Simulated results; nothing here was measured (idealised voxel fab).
The following process module bears the name voxel self aligned vias.
Cross-sectional view cut (width: 185 nm; square cell size: 5 nm).
How to read a cross-section here: the picture is a grid of square cells, written as bands going from the top down, and any band can span one or more rows of cells.
Top height, bottom height, nm. Materials left to right, width each, nm. Single material + "everywhere" = fills band edge to edge. "air" = empty.
Height datum 0, below which the as-received substrate wafer is one material. Lowest band open at the bottom, running downward: "z 0 and below".
The two numbers in a width such as "30->40" mark its ends across the band: the first belongs to the top row of cells, the second to the bottom row, and from each row to the next the width moves by the same amount.
Where the words "remained the same" appear for a step, the cross-section shows no cell changed by that step; every cell remained as before.
Look at "Tabulated closed voids" for the closed voids: empty spaces with no open path to the top, sized 8 cells or up. Each is width x height at distance, distance from the left edge, all nm.
If you see something after the settings on a step's line, that's the simulator's own remark about that step.
overlay nm, on a step with a mask: how far to the right of its planned place the mask lay; to the left if negative
# This section lists the process steps that were planned
step 1: RECEIVE with material Si
step 2: CONFORMAL_DEP with material SiO2, thk nm 15
step 3: CONFORMAL_DEP with material SiCN, thk nm 5
step 4: DIRECTIONAL_DEP with material SiO2, thk nm 30
step 5: DIRECTIONAL_DEP with material aC, thk nm 10
step 6: PATTERN with tone open, mask id LINES, material resist, width nm 25, pitch nm 50, thk nm 25, overlay nm 0
step 7: DIRECTIONAL_ETCH with etch materials aC, depth nm 10
step 8: STRIP with etch materials resist
step 9: DIRECTIONAL_ETCH with etch materials SiO2, depth nm 30
step 10: STRIP with etch materials aC
step 11: CONFORMAL_DEP with material TiN, thk nm 5
step 12: FILL_DEP with material W, thk nm 5
step 13: CMP with height nm 50
step 14: SELECTIVE_ETCH with etch materials W Ru TiN, depth nm 5
step 15: FILL_DEP with material SiN, thk nm 10
step 16: CMP with height nm 50
step 17: DIRECTIONAL_DEP with material SiO2, thk nm 15
step 18: MASKED_ETCH with tone open, mask id VIAS, width nm 35, etch materials SiO2, depth nm 15, overlay nm 0
step 19: MASKED_ETCH with tone open, mask id VIAS, width nm 35, etch materials SiN, depth nm 5, overlay nm 0
step 20: CONFORMAL_DEP with material TiN, thk nm 5
step 21: FILL_DEP with material Cu, thk nm 10
step 22: CMP with height nm 65
step 23: CONFORMAL_DEP with material SiCN, thk nm 5
# Cross-section of the wafer as it came to us, i.e., already through step 1
z 0 and below  Si everywhere
Tabulated closed voids: none
# Cross-section at module end, one run error; start and plan unchanged from above
z 70 to 65  SiCN everywhere
z 65 to 50  SiO2=50; TiN=5; Cu=25; TiN=5; SiO2=100
z 50 to 45  SiN=50; TiN=35; SiN=100
z 45 to 20  SiO2=55; TiN=5; W=15; TiN=5; SiO2=25; TiN=5; W=15; TiN=5; SiO2=55
z 20 to 15  SiO2=55; TiN=25; SiO2=25; TiN=25; SiO2=55
z 15 to 0  SiO2 everywhere
z 0 and below  Si everywhere
Tabulated closed voids: none
Error vs. plan: step 3 was dropped from the plan's execution and never run
